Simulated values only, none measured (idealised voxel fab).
Process module, titled voxel self aligned vias
In the cross-section labelled cut, the width is 160 nm and each square cell is 5 nm.
For the purposes of this document, a cross-section shall be understood as a grid of square cells, specified as bands listed in top-to-bottom order, each band consisting of one or more rows of cells.
Basically the band line says how high the top is and how high the bottom is, in nm, and then what's in it from left to right, every material with its width in nm. Empty space shows up as "blank", and if a single material carries "everywhere" it runs the full band edge to edge.
Note: height 0 marks the level under which the wafer is uniformly one material as received. Lowest band unbounded below, written "0 -> down".
Read "30..40" as a graded width: first number on top, second number at the bottom, same change between each pair of neighbouring rows.
Basically "stayed the same" means that step didn't change any cell in the cross-section.
Heads up: "Enclosed cavities" only lists the empty pockets with no open path to the top that are 8 cells or more, and it writes them as width x height at distance, distance from the left edge, in nm.
Where a step's line continues beyond its settings, the continuation is a remark by the simulator itself on that step.
The "overlay nm" setting may appear on a step's line; for a step that uses a mask, it gives how far to the right of its planned position the mask lay, and a negative value indicates the left.

The steps planned for the process are as follows
1 RECEIVE, material Si
2 CONFORMAL_DEP, material SiO2, thk nm 10
3 CONFORMAL_DEP, material SiCN, thk nm 5
4 DIRECTIONAL_DEP, material lowk, thk nm 25
5 DIRECTIONAL_DEP, material aC, thk nm 15
6 PATTERN, tone open, mask id LINES, material resist, width nm 25, pitch nm 55, thk nm 30, overlay nm 0
7 DIRECTIONAL_ETCH, etch materials aC, depth nm 15
8 STRIP, etch materials resist
9 DIRECTIONAL_ETCH, etch materials lowk, depth nm 25
10 STRIP, etch materials aC
11 CONFORMAL_DEP, material TiN, thk nm 5
12 FILL_DEP, material Ru, thk nm 5
13 CMP, height nm 40
14 SELECTIVE_ETCH, etch materials W Ru TiN, depth nm 5
15 FILL_DEP, material SiN, thk nm 10
16 CMP, height nm 40
17 DIRECTIONAL_DEP, material lowk, thk nm 15
18 PATTERN, tone open, mask id VIAS, material resist, width nm 35, pitch nm 55, thk nm 15, overlay nm 0
19 DIRECTIONAL_ETCH, etch materials lowk, depth nm 15
20 DIRECTIONAL_ETCH, etch materials SiN, depth nm 5
21 STRIP, etch materials resist
22 CONFORMAL_DEP, material TiN, thk nm 5
23 FILL_DEP, material W, thk nm 10
24 CMP, height nm 55
25 CONFORMAL_DEP, material SiN, thk nm 5

So this is the incoming wafer in cross-section - it's already been through step 1
- 0 -> down = Si everywhere
- Enclosed cavities: none

First of two wafers, end-of-module section, run followed plan
- 60 -> 55 = SiN everywhere
- 55 -> 45 = lowk=35, then TiN=5, then W=25, then TiN=5, then lowk=20, then TiN=5, then W=25, then TiN=5, then lowk=35
- 45 -> 40 = lowk=35, then TiN=10, then W=15, then TiN=10, then lowk=20, then TiN=10, then W=15, then TiN=10, then lowk=35
- 40 -> 35 = lowk=40, then TiN=25, then lowk=30, then TiN=25, then lowk=40
- 35 -> 20 = lowk=40, then TiN=5, then Ru=15, then TiN=5, then lowk=30, then TiN=5, then Ru=15, then TiN=5, then lowk=40
- 20 -> 15 = lowk=40, then TiN=25, then lowk=30, then TiN=25, then lowk=40
- 15 -> 10 = SiCN everywhere
- 10 -> 0 = SiO2 everywhere
- 0 -> down = Si everywhere
- Enclosed cavities: none

Cross-sectional view of the second of two wafers upon completion of the module. This wafer shared its starting condition and process plan with the first; one error was made during its execution
- 60 -> 55 = SiN everywhere
- 55 -> 40 = lowk=35, then TiN=5, then W=25, then TiN=5, then lowk=20, then TiN=5, then W=25, then TiN=5, then lowk=35
- 40 -> 35 = SiN=35, then TiN=35, then SiN=20, then TiN=35, then SiN=35
- 35 -> 15 = lowk=40, then TiN=5, then Ru=15, then TiN=5, then lowk=30, then TiN=5, then Ru=15, then TiN=5, then lowk=40
- 15 -> 10 = lowk=40, then TiN=25, then lowk=30, then TiN=25, then lowk=40
- 10 -> 5 = SiCN everywhere
- 5 -> 0 = SiO2 everywhere
- 0 -> down = Si everywhere
- Enclosed cavities: none
What broke from the plan during processing? step 2 ran as: CONFORMAL_DEP, material SiO2, thk nm 5
Final wafer comparison in cells, second versus first, more or fewer per material: Ru: 6 more; SiN: 18 more; SiO2: 32 fewer; TiN: 4 more; W: 4 more
